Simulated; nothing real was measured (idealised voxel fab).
The document below concerns the process module designated voxel capacitor over wiring.
Shown is cross-section cut, with a width of 290 nm and square cells of size 5 nm.
The cross-sections in this document take the form of a grid made of square cells. They are written out as bands, in order from top to bottom. Each band consists of one or more rows of cells. Basically the band line says how high the top is and how high the bottom is, in nm, and then what's in it from left to right, every material with its width in nm. Empty space shows up as "empty", and if a single material carries "throughout" it runs the full band edge to edge. Height 0 is the level under which the wafer as received is all one material. The lowest band goes on downwards, as in "from 0 down". Graded width ("30 to 40"): value in top row of band = first number; value in bottom row = second number; row-to-row change constant. Step note "remains unaltered" = no cross-section cell changed. "Closed voids list" enumerates empty spaces isolated from the top, with no open way to it, that contain at least 8 cells, giving each as width x height at distance from the left edge, all three in nm. The remark found on a step's line after its settings is issued by the simulator itself and pertains to that step. overlay nm, on a step with a mask: how far to the right of its planned place the mask lay; to the left if negative. Pairs follow: section before one process step, section after it down to the lowest changed band, step with settings underneath. Pairs may come from different runs of this module on the same starting wafer; continuity with the pair above only as stated in the "Prior to step" entry.
Prior to step:
    from 0 down: Si throughout
    Closed voids list: none
Post-Process Section:
    from 15 to 0: SiO2 throughout
    No changes below 0.
    Closed voids list: none
Step lying between the two cross-sections just above: CONFORMAL_DEP: material SiO2, thk nm 15
Prior to step: per the after cross-section of the pair just above.
Post-Process Section:
    from 20 to 15: TiN throughout
    No changes below 15.
    Closed voids list: none
Step lying between the two cross-sections just above: DIRECTIONAL_DEP: material TiN, thk nm 5
Prior to step: per the after cross-section of the pair just above.
Post-Process Section:
    from 40 to 20: Ru throughout
    No changes below 20.
    Closed voids list: none
Step lying between the two cross-sections just above: DIRECTIONAL_DEP: material Ru, thk nm 20
Prior to step: per the after cross-section of the pair just above.
Post-Process Section:
    from 55 to 40: aC throughout
    No changes below 40.
    Closed voids list: none
Step lying between the two cross-sections just above: DIRECTIONAL_DEP: material aC, thk nm 15
Prior to step: per the after cross-section of the pair just above.
Post-Process Section:
    from 90 to 55: empty 80 nm, resist 30 nm, empty 65 nm, resist 30 nm, empty 85 nm
    No changes below 55.
    Closed voids list: none
Step lying between the two cross-sections just above: PATTERN: tone cover, mask id METAL_1, material resist, width nm 30, pitch nm 95, thk nm 35, overlay nm 0
Prior to step: per the after cross-section of the pair just above.
Post-Process Section:
    from 75 to 55: empty 80 nm, resist 30 nm, empty 65 nm, resist 30 nm, empty 85 nm
    from 55 to 40: empty 80 nm, aC 30 nm, empty 65 nm, aC 30 nm, empty 85 nm
    No changes below 40.
    Closed voids list: none
Step lying between the two cross-sections just above: DIRECTIONAL_ETCH: etch materials aC, depth nm 15
Prior to step: per the after cross-section of the pair just above.
Post-Process Section:
    from 55 to 40: empty 80 nm, aC 30 nm, empty 65 nm, aC 30 nm, empty 85 nm
    No changes below 40.
    Closed voids list: none
Step lying between the two cross-sections just above: STRIP: etch materials resist
Prior to step: per the after cross-section of the pair just above.
Post-Process Section:
    from 55 to 40: empty 80 nm, aC 30 nm, empty 65 nm, aC 30 nm, empty 85 nm
    from 40 to 20: empty 80 nm, Ru 30 nm, empty 65 nm, Ru 30 nm, empty 85 nm
    No changes below 20.
    Closed voids list: none
Step lying between the two cross-sections just above: DIRECTIONAL_ETCH: etch materials Ru, depth nm 20
Prior to step: per the after cross-section of the pair just above.
Post-Process Section:
    from 55 to 40: empty 80 nm, aC 30 nm, empty 65 nm, aC 30 nm, empty 85 nm
    from 40 to 20: empty 80 nm, Ru 30 nm, empty 65 nm, Ru 30 nm, empty 85 nm
    from 20 to 15: empty 80 nm, TiN 30 nm, empty 65 nm, TiN 30 nm, empty 85 nm
    No changes below 15.
    Closed voids list: none
Step lying between the two cross-sections just above: DIRECTIONAL_ETCH: etch materials TiN, depth nm 5
Prior to step: per the after cross-section of the pair just above.
Post-Process Section:
    from 40 to 20: empty 80 nm, Ru 30 nm, empty 65 nm, Ru 30 nm, empty 85 nm
    No changes below 20.
    Closed voids list: none
Step lying between the two cross-sections just above: STRIP: etch materials aC
Prior to step: per the after cross-section of the pair just above.
Post-Process Section:
    from 45 to 40: lowk throughout
    from 40 to 20: lowk 80 nm, Ru 30 nm, lowk 65 nm, Ru 30 nm, lowk 85 nm
    from 20 to 15: lowk 80 nm, TiN 30 nm, lowk 65 nm, TiN 30 nm, lowk 85 nm
    No changes below 15.
    Closed voids list: none
Step lying between the two cross-sections just above: FILL_DEP: material lowk, thk nm 5
Prior to step: per the after cross-section of the pair just above.
Post-Process Section:
    from 40 to 20: lowk 80 nm, Ru 30 nm, lowk 65 nm, Ru 30 nm, lowk 85 nm
    No changes below 20.
    Closed voids list: none
Step lying between the two cross-sections just above: CMP: height nm 40
Prior to step: per the after cross-section of the pair just above.
Post-Process Section:
    from 45 to 40: SiCN throughout
    No changes below 40.
    Closed voids list: none
Step lying between the two cross-sections just above: CONFORMAL_DEP: material SiCN, thk nm 5
Prior to step: per the after cross-section of the pair just above.
Post-Process Section:
    from 60 to 45: SiO2 throughout
    No changes below 45.
    Closed voids list: none
Step lying between the two cross-sections just above: DIRECTIONAL_DEP: material SiO2, thk nm 15
Prior to step: per the after cross-section of the pair just above.
Post-Process Section:
    from 70 to 60: aC throughout
    No changes below 60.
    Closed voids list: none
Step lying between the two cross-sections just above: DIRECTIONAL_DEP: material aC, thk nm 10
Prior to step: per the after cross-section of the pair just above.
Post-Process Section:
    from 95 to 70: resist 95 nm, empty 15 nm, resist 180 nm
    No changes below 70.
    Closed voids list: none
Step lying between the two cross-sections just above: PATTERN: tone open, mask id PLUG_1, material resist, width nm 15, thk nm 25, overlay nm 0
Prior to step: per the after cross-section of the pair just above.
Post-Process Section:
    from 85 to 70: resist 95 nm, empty 15 nm, resist 180 nm
    from 70 to 60: aC 95 nm, empty 15 nm, aC 180 nm
    No changes below 60.
    Closed voids list: none
Step lying between the two cross-sections just above: DIRECTIONAL_ETCH: etch materials aC, depth nm 10
Prior to step: per the after cross-section of the pair just above.
Post-Process Section:
    from 70 to 60: aC 95 nm, empty 15 nm, aC 180 nm
    No changes below 60.
    Closed voids list: none
Step lying between the two cross-sections just above: STRIP: etch materials resist
Prior to step: per the after cross-section of the pair just above.
Post-Process Section:
    from 70 to 60: aC 95 nm, empty 15 nm, aC 180 nm
    from 60 to 45: SiO2 95 nm, empty 15 nm, SiO2 180 nm
    No changes below 45.
    Closed voids list: none
Step lying between the two cross-sections just above: DIRECTIONAL_ETCH: etch materials SiO2, depth nm 15
Prior to step: per the after cross-section of the pair just above.
Post-Process Section:
    from 70 to 60: aC 95 nm, empty 15 nm, aC 180 nm
    from 60 to 45: SiO2 95 nm, empty 15 nm, SiO2 180 nm
    from 45 to 40: SiCN 95 nm, empty 15 nm, SiCN 180 nm
    No changes below 40.
    Closed voids list: none
Step lying between the two cross-sections just above: DIRECTIONAL_ETCH: etch materials SiCN, depth nm 5
Prior to step: per the after cross-section of the pair just above.
Post-Process Section:
    from 60 to 45: SiO2 95 nm, empty 15 nm, SiO2 180 nm
    No changes below 45.
    Closed voids list: none
Step lying between the two cross-sections just above: STRIP: etch materials aC
Prior to step: per the after cross-section of the pair just above.
Post-Process Section:
    from 65 to 60: TiN 100 nm, empty 5 nm, TiN 185 nm
    from 60 to 45: SiO2 95 nm, TiN 5 nm, empty 5 nm, TiN 5 nm, SiO2 180 nm
    from 45 to 40: SiCN 95 nm, TiN 15 nm, SiCN 180 nm
    No changes below 40.
    Closed voids list: none
Step lying between the two cross-sections just above: CONFORMAL_DEP: material TiN, thk nm 5
Prior to step: per the after cross-section of the pair just above.
Post-Process Section:
    from 75 to 65: Cu throughout
    from 65 to 60: TiN 100 nm, Cu 5 nm, TiN 185 nm
    from 60 to 45: SiO2 95 nm, TiN 5 nm, Cu 5 nm, TiN 5 nm, SiO2 180 nm
    No changes below 45.
    Closed voids list: none
Step lying between the two cross-sections just above: FILL_DEP: material Cu, thk nm 10
Prior to step: per the after cross-section of the pair just above.
Post-Process Section:
    from 60 to 45: SiO2 95 nm, TiN 5 nm, Cu 5 nm, TiN 5 nm, SiO2 180 nm
    No changes below 45.
    Closed voids list: none
Step lying between the two cross-sections just above: CMP: height nm 60
Prior to step: per the after cross-section of the pair just above.
Post-Process Section:
    from 70 to 60: TiN throughout
    No changes below 60.
    Closed voids list: none
Step lying between the two cross-sections just above: DIRECTIONAL_DEP: material TiN, thk nm 10
Prior to step: per the after cross-section of the pair just above.
Post-Process Section:
    from 75 to 70: Al2O3 throughout
    No changes below 70.
    Closed voids list: none
Step lying between the two cross-sections just above: DIRECTIONAL_DEP: material Al2O3, thk nm 5
Prior to step: per the after cross-section of the pair just above.
Post-Process Section:
    from 85 to 75: TiN throughout
    No changes below 75.
    Closed voids list: none
Step lying between the two cross-sections just above: DIRECTIONAL_DEP: material TiN, thk nm 10
Prior to step: per the after cross-section of the pair just above.
Post-Process Section:
    from 100 to 85: empty 95 nm, resist 70 nm, empty 125 nm
    No changes below 85.
    Closed voids list: none
Step lying between the two cross-sections just above: PATTERN: tone cover, mask id UPPER_PLATE, material resist, width nm 70, thk nm 15, overlay nm 0
Prior to step: per the after cross-section of the pair just above.
Post-Process Section:
    from 100 to 85: empty 95 nm, resist 70 nm, empty 125 nm
    from 85 to 75: empty 95 nm, TiN 70 nm, empty 125 nm
    No changes below 75.
    Closed voids list: none
Step lying between the two cross-sections just above: DIRECTIONAL_ETCH: etch materials TiN, depth nm 10
Prior to step: per the after cross-section of the pair just above.
Post-Process Section:
    from 100 to 85: empty 95 nm, resist 70 nm, empty 125 nm
    from 85 to 75: empty 95 nm, TiN 70 nm, empty 125 nm
    from 75 to 70: empty 95 nm, Al2O3 70 nm, empty 125 nm
    No changes below 70.
    Closed voids list: none
Step lying between the two cross-sections just above: DIRECTIONAL_ETCH: etch materials Al2O3, depth nm 5
Prior to step: per the after cross-section of the pair just above.
Post-Process Section:
    from 85 to 75: empty 95 nm, TiN 70 nm, empty 125 nm
    No changes below 75.
    Closed voids list: none
Step lying between the two cross-sections just above: STRIP: etch materials resist
Prior to step: per the after cross-section of the pair just above.
Post-Process Section:
    from 85 to 75: empty 95 nm, TiN 70 nm, empty 125 nm
    from 75 to 70: empty 95 nm, Al2O3 70 nm, empty 125 nm
    from 70 to 60: empty 90 nm, TiN 80 nm, empty 120 nm
    No changes below 60.
    Closed voids list: none
Step lying between the two cross-sections just above: MASKED_ETCH: tone cover, mask id LOWER_PLATE, width nm 80, etch materials TiN, depth nm 10, overlay nm 0
Prior to step: per the after cross-section of the pair just above.
Post-Process Section:
    from 105 to 85: SiO2 throughout
    from 85 to 75: SiO2 95 nm, TiN 70 nm, SiO2 125 nm
    from 75 to 70: SiO2 95 nm, Al2O3 70 nm, SiO2 125 nm
    from 70 to 60: SiO2 90 nm, TiN 80 nm, SiO2 120 nm
    No changes below 60.
    Closed voids list: none
Step lying between the two cross-sections just above: FILL_DEP: material SiO2, thk nm 20
Prior to step: per the after cross-section of the pair just above.
Post-Process Section:
    from 100 to 85: SiO2 throughout
    No changes below 85.
    Closed voids list: none
Step lying between the two cross-sections just above: CMP: height nm 100
Prior to step: per the after cross-section of the pair just above.
Post-Process Section:
    from 100 to 85: SiO2 105 nm, empty 15 nm, SiO2 170 nm
    No changes below 85.
    Closed voids list: none
Step lying between the two cross-sections just above: MASKED_ETCH: tone open, mask id PLUG_2, width nm 15, etch materials SiO2, depth nm 15, overlay nm 0
Prior to step: per the after cross-section of the pair just above.
Post-Process Section:
    from 105 to 100: TiN 110 nm, empty 5 nm, TiN 175 nm
    from 100 to 90: SiO2 105 nm, TiN 5 nm, empty 5 nm, TiN 5 nm, SiO2 170 nm
    from 90 to 85: SiO2 105 nm, TiN 15 nm, SiO2 170 nm
    No changes below 85.
    Closed voids list: none
Step lying between the two cross-sections just above: CONFORMAL_DEP: material TiN, thk nm 5
Prior to step: per the after cross-section of the pair just above.
Post-Process Section:
    from 115 to 105: W throughout
    from 105 to 100: TiN 110 nm, W 5 nm, TiN 175 nm
    from 100 to 90: SiO2 105 nm, TiN 5 nm, W 5 nm, TiN 5 nm, SiO2 170 nm
    No changes below 90.
    Closed voids list: none
Step lying between the two cross-sections just above: FILL_DEP: material W, thk nm 10
Prior to step: per the after cross-section of the pair just above.
Post-Process Section:
    from 100 to 90: SiO2 105 nm, TiN 5 nm, W 5 nm, TiN 5 nm, SiO2 170 nm
    No changes below 90.
    Closed voids list: none
Step lying between the two cross-sections just above: CMP: height nm 100
Prior to step: per the after cross-section of the pair just above.
Post-Process Section:
    from 105 to 100: SiN throughout
    No changes below 100.
    Closed voids list: none
Step lying between the two cross-sections just above: CONFORMAL_DEP: material SiN, thk nm 5
Prior to step:
    from 115 to 105: W throughout
    from 105 to 100: TiN 110 nm, W 5 nm, TiN 175 nm
    from 100 to 90: SiO2 105 nm, TiN 5 nm, W 5 nm, TiN 5 nm, SiO2 170 nm
    from 90 to 85: SiO2 105 nm, TiN 15 nm, SiO2 170 nm
    from 85 to 75: SiO2 95 nm, TiN 70 nm, SiO2 125 nm
    from 75 to 70: SiO2 95 nm, Al2O3 70 nm, SiO2 125 nm
    from 70 to 60: SiO2 90 nm, TiN 80 nm, SiO2 120 nm
    from 60 to 45: SiO2 95 nm, TiN 5 nm, Cu 5 nm, TiN 5 nm, SiO2 180 nm
    from 45 to 40: SiCN 95 nm, TiN 15 nm, SiCN 180 nm
    from 40 to 20: lowk 80 nm, Ru 30 nm, lowk 65 nm, Ru 30 nm, lowk 85 nm
    from 20 to 15: lowk 80 nm, TiN 30 nm, lowk 65 nm, TiN 30 nm, lowk 85 nm
    from 15 to 0: SiO2 throughout
    from 0 down: Si throughout
    Closed voids list: none
Post-Process Section:
    from 120 to 115: SiN throughout
    No changes below 115.
    Closed voids list: none
Step lying between the two cross-sections just above: CONFORMAL_DEP: material SiN, thk nm 5
Prior to step:
    from 15 to 0: SiO2 throughout
    from 0 down: Si throughout
    Closed voids list: none
Post-Process Section:
    from 30 to 0: SiO2 throughout
    No changes below 0.
    Closed voids list: none
Step lying between the two cross-sections just above: CONFORMAL_DEP: material SiO2, thk nm 15
Prior to step: per the after cross-section of the pair just above.
Post-Process Section:
    from 35 to 30: TiN throughout
    No changes below 30.
    Closed voids list: none
Step lying between the two cross-sections just above: DIRECTIONAL_DEP: material TiN, thk nm 5
Prior to step: per the after cross-section of the pair just above.
Post-Process Section:
    from 55 to 35: Ru throughout
    No changes below 35.
    Closed voids list: none
Step lying between the two cross-sections just above: DIRECTIONAL_DEP: material Ru, thk nm 20
Prior to step: per the after cross-section of the pair just above.
Post-Process Section:
    from 70 to 55: aC throughout
    No changes below 55.
    Closed voids list: none
Step lying between the two cross-sections just above: DIRECTIONAL_DEP: material aC, thk nm 15
Prior to step: per the after cross-section of the pair just above.
Post-Process Section:
    from 105 to 70: empty 80 nm, resist 30 nm, empty 65 nm, resist 30 nm, empty 85 nm
    No changes below 70.
    Closed voids list: none
Step lying between the two cross-sections just above: PATTERN: tone cover, mask id METAL_1, material resist, width nm 30, pitch nm 95, thk nm 35, overlay nm 0
Prior to step: per the after cross-section of the pair just above.
Post-Process Section:
    from 90 to 70: empty 80 nm, resist 30 nm, empty 65 nm, resist 30 nm, empty 85 nm
    from 70 to 55: empty 80 nm, aC 30 nm, empty 65 nm, aC 30 nm, empty 85 nm
    No changes below 55.
    Closed voids list: none
Step lying between the two cross-sections just above: DIRECTIONAL_ETCH: etch materials aC, depth nm 15
Prior to step: per the after cross-section of the pair just above.
Post-Process Section:
    from 70 to 55: empty 80 nm, aC 30 nm, empty 65 nm, aC 30 nm, empty 85 nm
    No changes below 55.
    Closed voids list: none
Step lying between the two cross-sections just above: STRIP: etch materials resist
Prior to step: per the after cross-section of the pair just above.
Post-Process Section:
    from 70 to 55: empty 80 nm, aC 30 nm, empty 65 nm, aC 30 nm, empty 85 nm
    from 55 to 35: empty 80 nm, Ru 30 nm, empty 65 nm, Ru 30 nm, empty 85 nm
    No changes below 35.
    Closed voids list: none
Step lying between the two cross-sections just above: DIRECTIONAL_ETCH: etch materials Ru, depth nm 20
Prior to step: per the after cross-section of the pair just above.
Post-Process Section:
    from 70 to 55: empty 80 nm, aC 30 nm, empty 65 nm, aC 30 nm, empty 85 nm
    from 55 to 35: empty 80 nm, Ru 30 nm, empty 65 nm, Ru 30 nm, empty 85 nm
    from 35 to 30: empty 80 nm, TiN 30 nm, empty 65 nm, TiN 30 nm, empty 85 nm
    No changes below 30.
    Closed voids list: none
Step lying between the two cross-sections just above: DIRECTIONAL_ETCH: etch materials TiN, depth nm 5
Prior to step: per the after cross-section of the pair just above.
Post-Process Section:
    from 55 to 35: empty 80 nm, Ru 30 nm, empty 65 nm, Ru 30 nm, empty 85 nm
    No changes below 35.
    Closed voids list: none
Step lying between the two cross-sections just above: STRIP: etch materials aC
Prior to step: per the after cross-section of the pair just above.
Post-Process Section:
    from 60 to 55: lowk throughout
    from 55 to 35: lowk 80 nm, Ru 30 nm, lowk 65 nm, Ru 30 nm, lowk 85 nm
    from 35 to 30: lowk 80 nm, TiN 30 nm, lowk 65 nm, TiN 30 nm, lowk 85 nm
    No changes below 30.
    Closed voids list: none
Step lying between the two cross-sections just above: FILL_DEP: material lowk, thk nm 5
Prior to step: per the after cross-section of the pair just above.
Post-Process Section:
    from 40 to 35: lowk 80 nm, Ru 30 nm, lowk 65 nm, Ru 30 nm, lowk 85 nm
    No changes below 35.
    Closed voids list: none
Step lying between the two cross-sections just above: CMP: height nm 40
Prior to step: per the after cross-section of the pair just above.
Post-Process Section:
    from 45 to 40: SiCN throughout
    No changes below 40.
    Closed voids list: none
Step lying between the two cross-sections just above: CONFORMAL_DEP: material SiCN, thk nm 5
Prior to step: per the after cross-section of the pair just above.
Post-Process Section:
    from 60 to 45: SiO2 throughout
    No changes below 45.
    Closed voids list: none
Step lying between the two cross-sections just above: DIRECTIONAL_DEP: material SiO2, thk nm 15
Prior to step: per the after cross-section of the pair just above.
Post-Process Section:
    from 70 to 60: aC throughout
    No changes below 60.
    Closed voids list: none
Step lying between the two cross-sections just above: DIRECTIONAL_DEP: material aC, thk nm 10
Prior to step: per the after cross-section of the pair just above.
Post-Process Section:
    from 95 to 70: resist 95 nm, empty 15 nm, resist 180 nm
    No changes below 70.
    Closed voids list: none
Step lying between the two cross-sections just above: PATTERN: tone open, mask id PLUG_1, material resist, width nm 15, thk nm 25, overlay nm 0
Prior to step: per the after cross-section of the pair just above.
Post-Process Section:
    from 85 to 70: resist 95 nm, empty 15 nm, resist 180 nm
    from 70 to 60: aC 95 nm, empty 15 nm, aC 180 nm
    No changes below 60.
    Closed voids list: none
Step lying between the two cross-sections just above: DIRECTIONAL_ETCH: etch materials aC, depth nm 10
Prior to step: per the after cross-section of the pair just above.
Post-Process Section:
    from 70 to 60: aC 95 nm, empty 15 nm, aC 180 nm
    No changes below 60.
    Closed voids list: none
Step lying between the two cross-sections just above: STRIP: etch materials resist
Prior to step: per the after cross-section of the pair just above.
Post-Process Section:
    from 70 to 60: aC 95 nm, empty 15 nm, aC 180 nm
    from 60 to 45: SiO2 95 nm, empty 15 nm, SiO2 180 nm
    No changes below 45.
    Closed voids list: none
Step lying between the two cross-sections just above: DIRECTIONAL_ETCH: etch materials SiO2, depth nm 15
Prior to step: per the after cross-section of the pair just above.
Post-Process Section:
    from 70 to 60: aC 95 nm, empty 15 nm, aC 180 nm
    from 60 to 45: SiO2 95 nm, empty 15 nm, SiO2 180 nm
    from 45 to 40: SiCN 95 nm, empty 15 nm, SiCN 180 nm
    No changes below 40.
    Closed voids list: none
Step lying between the two cross-sections just above: DIRECTIONAL_ETCH: etch materials SiCN, depth nm 5
Prior to step: per the after cross-section of the pair just above.
Post-Process Section:
    from 60 to 45: SiO2 95 nm, empty 15 nm, SiO2 180 nm
    No changes below 45.
    Closed voids list: none
Step lying between the two cross-sections just above: STRIP: etch materials aC
Prior to step: per the after cross-section of the pair just above.
Post-Process Section:
    from 65 to 60: TiN 100 nm, empty 5 nm, TiN 185 nm
    from 60 to 45: SiO2 95 nm, TiN 5 nm, empty 5 nm, TiN 5 nm, SiO2 180 nm
    from 45 to 40: SiCN 95 nm, TiN 15 nm, SiCN 180 nm
    No changes below 40.
    Closed voids list: none
Step lying between the two cross-sections just above: CONFORMAL_DEP: material TiN, thk nm 5
Prior to step: per the after cross-section of the pair just above.
Post-Process Section:
    from 75 to 65: Cu throughout
    from 65 to 60: TiN 100 nm, Cu 5 nm, TiN 185 nm
    from 60 to 45: SiO2 95 nm, TiN 5 nm, Cu 5 nm, TiN 5 nm, SiO2 180 nm
    No changes below 45.
    Closed voids list: none
Step lying between the two cross-sections just above: FILL_DEP: material Cu, thk nm 10
Prior to step: per the after cross-section of the pair just above.
Post-Process Section:
    from 60 to 45: SiO2 95 nm, TiN 5 nm, Cu 5 nm, TiN 5 nm, SiO2 180 nm
    No changes below 45.
    Closed voids list: none
Step lying between the two cross-sections just above: CMP: height nm 60
Prior to step: per the after cross-section of the pair just above.
Post-Process Section:
    from 70 to 60: TiN throughout
    No changes below 60.
    Closed voids list: none
Step lying between the two cross-sections just above: DIRECTIONAL_DEP: material TiN, thk nm 10
Prior to step: per the after cross-section of the pair just above.
Post-Process Section:
    from 75 to 70: Al2O3 throughout
    No changes below 70.
    Closed voids list: none
Step lying between the two cross-sections just above: DIRECTIONAL_DEP: material Al2O3, thk nm 5
Prior to step: per the after cross-section of the pair just above.
Post-Process Section:
    from 85 to 75: TiN throughout
    No changes below 75.
    Closed voids list: none
Step lying between the two cross-sections just above: DIRECTIONAL_DEP: material TiN, thk nm 10
Prior to step: per the after cross-section of the pair just above.
Post-Process Section:
    from 100 to 85: empty 95 nm, resist 70 nm, empty 125 nm
    No changes below 85.
    Closed voids list: none
Step lying between the two cross-sections just above: PATTERN: tone cover, mask id UPPER_PLATE, material resist, width nm 70, thk nm 15, overlay nm 0
Prior to step: per the after cross-section of the pair just above.
Post-Process Section:
    from 100 to 85: empty 95 nm, resist 70 nm, empty 125 nm
    from 85 to 75: empty 95 nm, TiN 70 nm, empty 125 nm
    No changes below 75.
    Closed voids list: none
Step lying between the two cross-sections just above: DIRECTIONAL_ETCH: etch materials TiN, depth nm 10
Prior to step: per the after cross-section of the pair just above.
Post-Process Section:
    from 100 to 85: empty 95 nm, resist 70 nm, empty 125 nm
    from 85 to 75: empty 95 nm, TiN 70 nm, empty 125 nm
    from 75 to 70: empty 95 nm, Al2O3 70 nm, empty 125 nm
    No changes below 70.
    Closed voids list: none
Step lying between the two cross-sections just above: DIRECTIONAL_ETCH: etch materials Al2O3, depth nm 5
Prior to step: per the after cross-section of the pair just above.
Post-Process Section:
    from 85 to 75: empty 95 nm, TiN 70 nm, empty 125 nm
    No changes below 75.
    Closed voids list: none
Step lying between the two cross-sections just above: STRIP: etch materials resist
Prior to step: per the after cross-section of the pair just above.
Post-Process Section:
    from 85 to 75: empty 95 nm, TiN 70 nm, empty 125 nm
    from 75 to 70: empty 95 nm, Al2O3 70 nm, empty 125 nm
    from 70 to 60: empty 90 nm, TiN 80 nm, empty 120 nm
    No changes below 60.
    Closed voids list: none
Step lying between the two cross-sections just above: MASKED_ETCH: tone cover, mask id LOWER_PLATE, width nm 80, etch materials TiN, depth nm 10, overlay nm 0
Prior to step: per the after cross-section of the pair just above.
Post-Process Section:
    from 105 to 85: SiO2 throughout
    from 85 to 75: SiO2 95 nm, TiN 70 nm, SiO2 125 nm
    from 75 to 70: SiO2 95 nm, Al2O3 70 nm, SiO2 125 nm
    from 70 to 60: SiO2 90 nm, TiN 80 nm, SiO2 120 nm
    No changes below 60.
    Closed voids list: none
Step lying between the two cross-sections just above: FILL_DEP: material SiO2, thk nm 20
Prior to step: per the after cross-section of the pair just above.
Post-Process Section:
    from 100 to 85: SiO2 throughout
    No changes below 85.
    Closed voids list: none
Step lying between the two cross-sections just above: CMP: height nm 100
Prior to step: per the after cross-section of the pair just above.
Post-Process Section:
    from 100 to 85: SiO2 105 nm, empty 15 nm, SiO2 170 nm
    No changes below 85.
    Closed voids list: none
Step lying between the two cross-sections just above: MASKED_ETCH: tone open, mask id PLUG_2, width nm 15, etch materials SiO2, depth nm 15, overlay nm 0
Prior to step: per the after cross-section of the pair just above.
Post-Process Section:
    from 105 to 100: TiN 110 nm, empty 5 nm, TiN 175 nm
    from 100 to 90: SiO2 105 nm, TiN 5 nm, empty 5 nm, TiN 5 nm, SiO2 170 nm
    from 90 to 85: SiO2 105 nm, TiN 15 nm, SiO2 170 nm
    No changes below 85.
    Closed voids list: none
Step lying between the two cross-sections just above: CONFORMAL_DEP: material TiN, thk nm 5
Prior to step: per the after cross-section of the pair just above.
Post-Process Section:
    from 115 to 105: W throughout
    from 105 to 100: TiN 110 nm, W 5 nm, TiN 175 nm
    from 100 to 90: SiO2 105 nm, TiN 5 nm, W 5 nm, TiN 5 nm, SiO2 170 nm
    No changes below 90.
    Closed voids list: none
Step lying between the two cross-sections just above: FILL_DEP: material W, thk nm 10
Prior to step: per the after cross-section of the pair just above.
Post-Process Section:
    from 100 to 90: SiO2 105 nm, TiN 5 nm, W 5 nm, TiN 5 nm, SiO2 170 nm
    No changes below 90.
    Closed voids list: none
Step lying between the two cross-sections just above: CMP: height nm 100
Prior to step: per the after cross-section of the pair just above.
Post-Process Section:
    from 105 to 100: SiN throughout
    No changes below 100.
    Closed voids list: none
Step lying between the two cross-sections just above: CONFORMAL_DEP: material SiN, thk nm 5
Prior to step:
    from 40 to 20: lowk 80 nm, Ru 30 nm, lowk 65 nm, Ru 30 nm, lowk 85 nm
    from 20 to 15: lowk 80 nm, TiN 30 nm, lowk 65 nm, TiN 30 nm, lowk 85 nm
    from 15 to 0: SiO2 throughout
    from 0 down: Si throughout
    Closed voids list: none
Post-Process Section:
    from 55 to 40: SiO2 throughout
    No changes below 40.
    Closed voids list: none
Step lying between the two cross-sections just above: DIRECTIONAL_DEP: material SiO2, thk nm 15
Prior to step: per the after cross-section of the pair just above.
Post-Process Section:
    from 60 to 55: SiCN throughout
    No changes below 55.
    Closed voids list: none
Step lying between the two cross-sections just above: CONFORMAL_DEP: material SiCN, thk nm 5
Prior to step: per the after cross-section of the pair just above.
Post-Process Section:
    from 70 to 60: aC throughout
    No changes below 60.
    Closed voids list: none
Step lying between the two cross-sections just above: DIRECTIONAL_DEP: material aC, thk nm 10
Prior to step: per the after cross-section of the pair just above.
Post-Process Section:
    from 95 to 70: resist 95 nm, empty 15 nm, resist 180 nm
    No changes below 70.
    Closed voids list: none
Step lying between the two cross-sections just above: PATTERN: tone open, mask id PLUG_1, material resist, width nm 15, thk nm 25, overlay nm 0
Prior to step: per the after cross-section of the pair just above.
Post-Process Section:
    from 85 to 70: resist 95 nm, empty 15 nm, resist 180 nm
    from 70 to 60: aC 95 nm, empty 15 nm, aC 180 nm
    No changes below 60.
    Closed voids list: none
Step lying between the two cross-sections just above: DIRECTIONAL_ETCH: etch materials aC, depth nm 10
Prior to step: per the after cross-section of the pair just above.
Post-Process Section:
    from 70 to 60: aC 95 nm, empty 15 nm, aC 180 nm
    No changes below 60.
    Closed voids list: none
Step lying between the two cross-sections just above: STRIP: etch materials resist
Prior to step: per the after cross-section of the pair just above.
Post-Process Section:
    from 70 to 60: aC 95 nm, empty 15 nm, aC 180 nm
    from 60 to 55: SiCN 95 nm, empty 15 nm, SiCN 180 nm
    No changes below 55.
    Closed voids list: none
Step lying between the two cross-sections just above: DIRECTIONAL_ETCH: etch materials SiCN, depth nm 5
Prior to step: per the after cross-section of the pair just above.
Post-Process Section:
    from 60 to 55: SiCN 95 nm, empty 15 nm, SiCN 180 nm
    No changes below 55.
    Closed voids list: none
Step lying between the two cross-sections just above: STRIP: etch materials aC
Prior to step: per the after cross-section of the pair just above.
Post-Process Section:
    from 65 to 60: TiN 100 nm, empty 5 nm, TiN 185 nm
    from 60 to 55: SiCN 95 nm, TiN 15 nm, SiCN 180 nm
    No changes below 55.
    Closed voids list: none
Step lying between the two cross-sections just above: CONFORMAL_DEP: material TiN, thk nm 5
Prior to step: per the after cross-section of the pair just above.
Post-Process Section:
    from 75 to 65: Cu throughout
    from 65 to 60: TiN 100 nm, Cu 5 nm, TiN 185 nm
    No changes below 60.
    Closed voids list: none
Step lying between the two cross-sections just above: FILL_DEP: material Cu, thk nm 10
Prior to step: per the after cross-section of the pair just above.
Post-Process Section:
    from 60 to 55: SiCN 95 nm, TiN 15 nm, SiCN 180 nm
    No changes below 55.
    Closed voids list: none
Step lying between the two cross-sections just above: CMP: height nm 60
Prior to step: per the after cross-section of the pair just above.
Post-Process Section:
    from 70 to 60: TiN throughout
    No changes below 60.
    Closed voids list: none
Step lying between the two cross-sections just above: DIRECTIONAL_DEP: material TiN, thk nm 10
Prior to step: per the after cross-section of the pair just above.
Post-Process Section:
    from 75 to 70: Al2O3 throughout
    No changes below 70.
    Closed voids list: none
Step lying between the two cross-sections just above: DIRECTIONAL_DEP: material Al2O3, thk nm 5
Prior to step: per the after cross-section of the pair just above.
Post-Process Section:
    from 85 to 75: TiN throughout
    No changes below 75.
    Closed voids list: none
Step lying between the two cross-sections just above: DIRECTIONAL_DEP: material TiN, thk nm 10
Prior to step: per the after cross-section of the pair just above.
Post-Process Section:
    from 100 to 85: empty 95 nm, resist 70 nm, empty 125 nm
    No changes below 85.
    Closed voids list: none
Step lying between the two cross-sections just above: PATTERN: tone cover, mask id UPPER_PLATE, material resist, width nm 70, thk nm 15, overlay nm 0
Prior to step: per the after cross-section of the pair just above.
Post-Process Section:
    from 100 to 85: empty 95 nm, resist 70 nm, empty 125 nm
    from 85 to 75: empty 95 nm, TiN 70 nm, empty 125 nm
    No changes below 75.
    Closed voids list: none
Step lying between the two cross-sections just above: DIRECTIONAL_ETCH: etch materials TiN, depth nm 10
Prior to step: per the after cross-section of the pair just above.
Post-Process Section:
    from 100 to 85: empty 95 nm, resist 70 nm, empty 125 nm
    from 85 to 75: empty 95 nm, TiN 70 nm, empty 125 nm
    from 75 to 70: empty 95 nm, Al2O3 70 nm, empty 125 nm
    No changes below 70.
    Closed voids list: none
Step lying between the two cross-sections just above: DIRECTIONAL_ETCH: etch materials Al2O3, depth nm 5
Prior to step: per the after cross-section of the pair just above.
Post-Process Section:
    from 85 to 75: empty 95 nm, TiN 70 nm, empty 125 nm
    No changes below 75.
    Closed voids list: none
Step lying between the two cross-sections just above: STRIP: etch materials resist
